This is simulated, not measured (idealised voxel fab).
process module | voxel double patterning
cross-section cut | 245 nm wide | cells 5 nm
A cross-section is a grid of square cells, given in bands from the top down. A band is one or more rows of cells.
Each band's line starts with the height of the band's top and of its bottom, in nm. Then come its materials from left to right, each with its width in nm. One material with "throughout" fills the band from edge to edge. "air" is empty space.
Height 0 is the level under which the wafer as received is all one material. The lowest band goes on downwards, as in "0 down".
A width such as "30 to 40" changes by the same amount from each row of cells to the next, from the band's top row to its bottom row.
"no change" after a step means that no cell of the cross-section changed.
closed voids: empty space of 8 cells or more with no open way to the top, each as width x height at its distance from the left edge, in nm
after a step's settings: what the simulator itself notes on the step
overlay nm, on a step with a mask: how far to the right of its planned place the mask lay; to the left if negative
plan
1 op RECEIVE | material Si
2 op CONFORMAL_DEP | material SiN | thk nm 10
3 op DIRECTIONAL_DEP | material SiO2 | thk nm 15
4 op DIRECTIONAL_DEP | material SiCN | thk nm 10
5 op MASKED_ETCH | tone open | mask id FIRST | width nm 15 | pitch nm 50 | etch materials SiCN | depth nm 10 | overlay nm 0
6 op DIRECTIONAL_DEP | material aC | thk nm 10
7 op PATTERN | tone open | mask id SECOND | material resist | width nm 15 | pitch nm 50 | thk nm 30 | overlay nm 0
8 op DIRECTIONAL_ETCH | etch materials aC | depth nm 10
9 op STRIP | etch materials resist
10 op DIRECTIONAL_ETCH | etch materials SiCN | depth nm 10
11 op STRIP | etch materials aC
12 op DIRECTIONAL_ETCH | etch materials SiO2 | depth nm 15
13 op STRIP | etch materials SiCN
as received, after step 1
  0 down: Si throughout
  closed voids: none
first wafer at the end, as planned
  25 to 10: SiO2 65 | air 15 | SiO2 10 | air 15 | SiO2 10 | air 15 | SiO2 10 | air 15 | SiO2 10 | air 15 | SiO2 65
  10 to 0: SiN throughout
  0 down: Si throughout
  closed voids: none
second wafer at the end: like start, like plan, one mistake
  25 to 0: SiN throughout
  0 down: Si throughout
  closed voids: none
what went wrong: step 3 ran as: op DIRECTIONAL_DEP | material SiN | thk nm 15
at the end the second wafer has, in cells: 147 more of SiN | 102 fewer of SiO2
